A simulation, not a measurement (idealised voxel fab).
The process module that follows is named voxel capacitor over wiring.
cross-section cut | 190 nm wide | cells 5 nm
When this document writes out a cross-section, it uses a grid of square cells and lists it as bands, beginning at the top and moving down, with a band standing for one or more rows of cells. This entry defines a band. It first specifies the height of the band's top and the height of its bottom in nm, and then specifies the band's materials from left to right, stating each material with its width in nm. The word "edge to edge" identifies a single material that fills the band from edge to edge, while the word "air" identifies empty space. Note: height 0 marks the level under which the wafer is uniformly one material as received. Lowest band unbounded below, written "0 -> down". Per-row width for "30->40": begins at first number (top row of band), ends at second number (bottom row), increment between rows held constant. For the purposes of this document, the phrase "no change occurred" attached to a step denotes that no cell within the cross-section was modified by that step. "Voids, enclosed" lists enclosed empty spaces (at least 8 cells, no open path upward to the top), each as width x height at distance from the left edge, in nm. Formally, on a step line, whatever follows the settings is a remark that the simulator itself makes on the step. For masked steps, "overlay nm" on the step line gives how far right of plan the mask actually lay; a minus sign means it lay to the left.
These are the steps we planned for the process
1) RECEIVE, material Si
2) CONFORMAL_DEP, material SiO2, thk nm 10
3) DIRECTIONAL_DEP, material TiN, thk nm 5
4) DIRECTIONAL_DEP, material Ru, thk nm 25
5) PATTERN, tone cover, mask id METAL_1, material resist, width nm 20, pitch nm 75, thk nm 15, overlay nm 0
6) DIRECTIONAL_ETCH, etch materials Ru, depth nm 25
7) DIRECTIONAL_ETCH, etch materials TiN, depth nm 5
8) STRIP, etch materials resist
9) FILL_DEP, material SiO2, thk nm 10
10) CMP, height nm 40
11) CONFORMAL_DEP, material SiCN, thk nm 5
12) DIRECTIONAL_DEP, material SiO2, thk nm 10
13) PATTERN, tone open, mask id PLUG_1, material resist, width nm 15, thk nm 20, overlay nm 0
14) DIRECTIONAL_ETCH, etch materials SiO2, depth nm 10
15) DIRECTIONAL_ETCH, etch materials SiCN, depth nm 5
16) STRIP, etch materials resist
17) EPI, material Ru, thk nm 10
18) EPI, material Ru, thk nm 5
19) DIRECTIONAL_DEP, material TiN, thk nm 10
20) DIRECTIONAL_DEP, material HfO2, thk nm 5
21) DIRECTIONAL_DEP, material TiN, thk nm 10
22) PATTERN, tone cover, mask id UPPER_PLATE, material resist, width nm 60, thk nm 20, overlay nm 0
23) DIRECTIONAL_ETCH, etch materials TiN, depth nm 10
24) DIRECTIONAL_ETCH, etch materials HfO2, depth nm 5
25) STRIP, etch materials resist
26) DIRECTIONAL_DEP, material aC, thk nm 10
27) PATTERN, tone cover, mask id LOWER_PLATE, material resist, width nm 70, thk nm 30, overlay nm 0
28) DIRECTIONAL_ETCH, etch materials aC, depth nm 10
29) STRIP, etch materials resist
30) DIRECTIONAL_ETCH, etch materials TiN, depth nm 10
31) STRIP, etch materials aC
32) FILL_DEP, material SiO2, thk nm 15
33) CMP, height nm 90
34) MASKED_ETCH, tone open, mask id PLUG_2, width nm 15, etch materials SiO2, depth nm 10, overlay nm 0
35) CONFORMAL_DEP, material TiN, thk nm 5
36) FILL_DEP, material W, thk nm 5
37) CMP, height nm 90
38) CONFORMAL_DEP, material SiCN, thk nm 5
The cross-section here shows the wafer as received, i.e. in its state after step 1
  0 -> down = Si edge to edge
  Voids, enclosed: none
Cross-section taken at module completion on the first of two wafers; processed per the plan
  95 -> 90 = SiCN edge to edge
  90 -> 85 = 60 SiO2, 5 TiN, 5 W, 5 TiN, 115 SiO2
  85 -> 80 = 60 SiO2, 15 TiN, 115 SiO2
  80 -> 70 = 50 SiO2, 60 TiN, 80 SiO2
  70 -> 65 = 50 SiO2, 60 HfO2, 80 SiO2
  65 -> 55 = 45 SiO2, 70 TiN, 75 SiO2
  55 -> 45 = 50 SiO2, 15 Ru, 125 SiO2
  45 -> 40 = 50 SiCN, 15 Ru, 125 SiCN
  40 -> 15 = 45 SiO2, 20 Ru, 55 SiO2, 20 Ru, 50 SiO2
  15 -> 10 = 45 SiO2, 20 TiN, 55 SiO2, 20 TiN, 50 SiO2
  10 -> 0 = SiO2 edge to edge
  0 -> down = Si edge to edge
  Voids, enclosed: none
This is the second of the two wafers, cross-sectioned at the end of the module; it started exactly like the first and was given the same plan, but it was run with one mistake
  95 -> 90 = SiCN edge to edge
  90 -> 85 = W edge to edge
  85 -> 80 = TiN edge to edge
  80 -> 70 = 50 SiO2, 60 TiN, 80 SiO2
  70 -> 65 = 50 SiO2, 60 HfO2, 80 SiO2
  65 -> 55 = 45 SiO2, 70 TiN, 75 SiO2
  55 -> 45 = 50 SiO2, 15 Ru, 125 SiO2
  45 -> 40 = 50 SiCN, 15 Ru, 125 SiCN
  40 -> 15 = 45 SiO2, 20 Ru, 55 SiO2, 20 Ru, 50 SiO2
  15 -> 10 = 45 SiO2, 20 TiN, 55 SiO2, 20 TiN, 50 SiO2
  10 -> 0 = SiO2 edge to edge
  0 -> down = Si edge to edge
  Voids, enclosed: none
What broke from the plan during processing? step 33 was processed under conditions differing from the plan, specifically as CMP, height nm 80
Upon completion, the second wafer contains, in terms of cells, a greater or smaller amount of certain materials than the first wafer: SiO2 -70, TiN +33, W +37
